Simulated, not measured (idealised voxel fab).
The following is a process module called voxel local oxidation.
The width of the displayed cross-section, cut, is 260 nm; its cells are square, with a size of 5 nm.
How to read a cross-section here: the picture is a grid of square cells, written as bands going from the top down, and any band can span one or more rows of cells.
Band: top and bottom heights (nm) first, top before bottom; then materials from left to right, widths in nm. "edge to edge" marks a sole material filling the band edge to edge. "blank" denotes empty space.
All heights in this document are referenced to 0, defined as the level beneath which the wafer, as received, consists entirely of one material. The lowest band is not bounded below; it extends indefinitely downward and is written in the form "0 nm and below".
The two numbers in a width such as "30 to 40" mark its ends across the band: the first belongs to the top row of cells, the second to the bottom row, and from each row to the next the width moves by the same amount.
The designation "no change", where it is given for a processing step, indicates that no cell of the cross-section was altered in the course of that step.
If an empty space has no open way to the top and is at least 8 cells in size, "Encapsulated voids" lists it, written width x height at distance, where distance is measured from the left edge and every value is in nm.
If you see something after the settings on a step's line, that's the simulator's own remark about that step.
overlay nm: on a step with a mask, how far right of its planned place the mask lay; negative means left.
[List of planned process steps]
- 1: RECEIVE | material Si
- 2: OXIDIZE | depth nm 5
- 3: CONFORMAL_DEP | material SiN | thk nm 15
- 4: PATTERN | tone cover | mask id ACTIVE | material resist | width nm 90 | pitch nm 125 | thk nm 20 | overlay nm 0
- 5: DIRECTIONAL_ETCH | etch materials SiN | depth nm 15
- 6: STRIP | etch materials resist
- 7: SELECTIVE_ETCH | etch materials SiO2 | depth nm 5
- 8: OXIDIZE | depth nm 15
- 9: STRIP | etch materials SiN
Every wafer here starts from the same state; it is the step 4 width nm that distinguishes them, and the value the plan gives belongs to the first wafer.
[Cut through the first of several wafers as received, post step 1]
> 0 nm and below: Si edge to edge
> Encapsulated voids: none
[Module end state after final step 9: cross-section of the first of several wafers]
> 0 nm to -5 nm: 25 of blank  80 of SiO2  45 of blank  80 of SiO2  30 of blank
> -5 nm to -20 nm: 40 of SiO2  50 of Si  75 of SiO2  50 of Si  45 of SiO2
> -20 nm and below: Si edge to edge
> Encapsulated voids: none
[So this is the cross-section on the last wafer at the end of the module]
> 0 nm to -5 nm: 20 of blank  95 of SiO2  30 of blank  95 of SiO2  20 of blank
> -5 nm to -20 nm: 35 of SiO2  65 of Si  60 of SiO2  65 of Si  35 of SiO2
> -20 nm and below: Si edge to edge
> Encapsulated voids: none
[Take any row and you have a wafer at the end of the module: how many cells of each material it has gained (+) or lost (-) since it was received, and then its closed voids]
width nm 90 | -148 Si | +128 SiO2 | Encapsulated voids: none
width nm 95 | -142 Si | +124 SiO2 | Encapsulated voids: none
width nm 100 | -136 Si | +120 SiO2 | Encapsulated voids: none
width nm 105 | -130 Si | +116 SiO2 | Encapsulated voids: none
